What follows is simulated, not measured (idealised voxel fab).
Process module, titled voxel ribs on slabs
The figure presents cross-section cut, which has a width of 225 nm and is divided into square cells with an edge length of 5 nm.
Each cross-section below is a grid of square cells, stated as bands in top-down order, with one or more rows of cells making up each band.
Band entry format. Leading values: height of top, height of bottom, nm. Remainder: materials in left-to-right order, each with its width in nm. Special words: "throughout" on a single material, which then fills the band edge to edge; "air", empty space.
The level at which height equals 0 is the one under which the wafer, as it arrives, is entirely one material. No lower edge exists for the bottom band, which continues downward and is notated as in "0 down".
Width: "30->40" (first number = top row, second number = bottom row, same change from row to row of cells).
You'll sometimes find "same as before" written for a step, and that's the way of saying that nowhere in the cross-section did a cell change during that step.
What "Closed void inventory" gives you is every empty space of 8 cells or more that is cut off from the top. Each appears as width x height at distance, with the distance taken from the left edge and width, height and distance all in nm.
Read whatever lies past the settings on a step's line as the simulator's own remark about the step.
"overlay nm" answers the question of how far to the right of plan the mask lay on a step that has a mask, and when it is negative the answer is to the left.
The following list gives the planned process steps:
1,RECEIVE (material Si)
2,DIRECTIONAL_DEP (material SiO2; thk nm 20)
3,DIRECTIONAL_DEP (material SiN; thk nm 25)
4,PATTERN (tone cover; mask id RIB; material resist; width nm 15; thk nm 15; overlay nm 0)
5,DIRECTIONAL_ETCH (etch materials SiN; depth nm 15)
6,STRIP (etch materials resist)
7,MASKED_ETCH (tone cover; mask id SLAB; width nm 65; etch materials SiN; depth nm 10; overlay nm 0)
8,FILL_DEP (material SiO2; thk nm 25)
9,CMP (height nm 65)
10,DIRECTIONAL_DEP (material TiN; thk nm 10)
11,MASKED_ETCH (tone cover; mask id HEATER; width nm 25; etch materials TiN; depth nm 10; overlay nm 0)
12,CONFORMAL_DEP (material SiN; thk nm 10)
Wafer as received: cross-section following step 1:
  0 down | Si throughout
  Closed void inventory: none
End state of the module in cross-section, given the above starting point and plan and one mistake in execution:
  85 to 75 | air 90, SiN 45, air 90
  75 to 65 | SiN 100, TiN 25, SiN 100
  65 to 45 | SiO2 throughout
  45 to 30 | SiO2 110, SiN 15, SiO2 100
  30 to 20 | SiO2 80, SiN 65, SiO2 80
  20 to 0 | SiO2 throughout
  0 down | Si throughout
  Closed void inventory: none
Which mistake was made when the wafer was run? step 4 did not happen as planned, as run it was PATTERN (tone cover; mask id RIB; material resist; width nm 15; thk nm 15; overlay nm 5)
